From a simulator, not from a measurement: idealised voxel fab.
A process module follows: voxel capacitor over wiring.
In the cross-section labelled cut, the width is 270 nm and each square cell is 5 nm.
For the purposes of this document, a cross-section shall be understood as a grid of square cells, specified as bands listed in top-to-bottom order, each band consisting of one or more rows of cells.
It is stipulated that each band's entry specify, in nanometres, the height of the top of the band and then that of its bottom, followed by the materials of the band in left-to-right sequence, each together with its width in nanometres. A single material marked by the word "full width" is understood to fill the band from edge to edge; the word "empty" is understood to denote empty space.
Counting heights begins at 0, where everything beneath is, in the wafer as received, one material. The lowest band has no bottom; it goes on downwards, as "0 -> down" shows.
You'd read "30..40" like this: the band's top row of cells is as wide as the first number, its bottom row is as wide as the second, and going down, every row changes width by the same amount as the row before did.
"changes: none" after a step means that no cell of the cross-section changed.
The list in "Closed void list" covers empty spaces of 8 cells or more that cannot reach the top through any open way, and it gives each as width x height at distance; the distance is from the left edge, and width, height and distance are in nm.
On a step's line, text after the settings is the simulator commenting on that step.
Regarding "overlay nm": on a step with a mask, it is the distance the mask lay to the right of its planned place; a negative value places it to the left.
The following list gives the planned process steps
step 1: RECEIVE: material Si
step 2: CONFORMAL_DEP: material SiO2, thk nm 15
step 3: CONFORMAL_DEP: material SiCN, thk nm 5
step 4: DIRECTIONAL_DEP: material lowk, thk nm 25
step 5: MASKED_ETCH: tone open, mask id METAL_1, width nm 20, pitch nm 90, etch materials lowk, depth nm 25, overlay nm 0
step 6: MASKED_ETCH: tone open, mask id METAL_1, width nm 20, pitch nm 90, etch materials SiCN, depth nm 5, overlay nm 0
step 7: CONFORMAL_DEP: material TiN, thk nm 5
step 8: FILL_DEP: material W, thk nm 5
step 9: CMP: height nm 45
step 10: CONFORMAL_DEP: material SiCN, thk nm 5
step 11: DIRECTIONAL_DEP: material lowk, thk nm 20
step 12: MASKED_ETCH: tone open, mask id PLUG_1, width nm 15, etch materials lowk, depth nm 20, overlay nm 0
step 13: MASKED_ETCH: tone open, mask id PLUG_1, width nm 15, etch materials SiCN, depth nm 5, overlay nm 0
step 14: CONFORMAL_DEP: material TiN, thk nm 5
step 15: FILL_DEP: material Ru, thk nm 5
step 16: CMP: height nm 70
step 17: DIRECTIONAL_DEP: material TiN, thk nm 10
step 18: DIRECTIONAL_DEP: material HfO2, thk nm 5
step 19: DIRECTIONAL_DEP: material TiN, thk nm 10
step 20: MASKED_ETCH: tone cover, mask id UPPER_PLATE, width nm 75, etch materials TiN, depth nm 10, overlay nm 0
step 21: MASKED_ETCH: tone cover, mask id UPPER_PLATE, width nm 75, etch materials HfO2, depth nm 5, overlay nm 0
step 22: PATTERN: tone cover, mask id LOWER_PLATE, material resist, width nm 85, thk nm 15, overlay nm 0
step 23: DIRECTIONAL_ETCH: etch materials TiN, depth nm 10
step 24: STRIP: etch materials resist
step 25: FILL_DEP: material SiO2, thk nm 15
step 26: CMP: height nm 105
step 27: DIRECTIONAL_DEP: material aC, thk nm 10
step 28: PATTERN: tone open, mask id PLUG_2, material resist, width nm 15, thk nm 30, overlay nm 0
step 29: DIRECTIONAL_ETCH: etch materials aC, depth nm 10
step 30: STRIP: etch materials resist
step 31: DIRECTIONAL_ETCH: etch materials SiO2, depth nm 10
step 32: STRIP: etch materials aC
step 33: CONFORMAL_DEP: material TiN, thk nm 5
step 34: FILL_DEP: material Ru, thk nm 5
step 35: CMP: height nm 105
step 36: CONFORMAL_DEP: material SiN, thk nm 5
Incoming wafer in cross-section (state: after step 1)
    0 -> down | Si full width
    Closed void list: none
One mistake in running the module, otherwise start and plan as above: cross-section at the end
    110 -> 105 | SiN full width
    105 -> 100 | 95 nm SiO2 / 5 nm TiN / 5 nm Ru / 5 nm TiN / 160 nm SiO2
    100 -> 95 | 95 nm SiO2 / 15 nm TiN / 160 nm SiO2
    95 -> 85 | 90 nm SiO2 / 70 nm TiN / 110 nm SiO2
    85 -> 80 | 85 nm SiO2 / 75 nm HfO2 / 110 nm SiO2
    80 -> 70 | 80 nm SiO2 / 85 nm TiN / 105 nm SiO2
    70 -> 50 | 85 nm lowk / 5 nm TiN / 5 nm Ru / 5 nm TiN / 170 nm lowk
    50 -> 45 | 85 nm SiCN / 15 nm TiN / 170 nm SiCN
    45 -> 20 | 80 nm lowk / 5 nm TiN / 10 nm W / 5 nm TiN / 70 nm lowk / 5 nm TiN / 10 nm W / 5 nm TiN / 80 nm lowk
    20 -> 15 | 80 nm SiCN / 20 nm TiN / 70 nm SiCN / 20 nm TiN / 80 nm SiCN
    15 -> 0 | SiO2 full width
    0 -> down | Si full width
    Closed void list: none
Against the plan, the run slipped here: rather than as planned, step 20 actually ran as MASKED_ETCH: tone cover, mask id UPPER_PLATE, width nm 70, etch materials TiN, depth nm 10, overlay nm 0
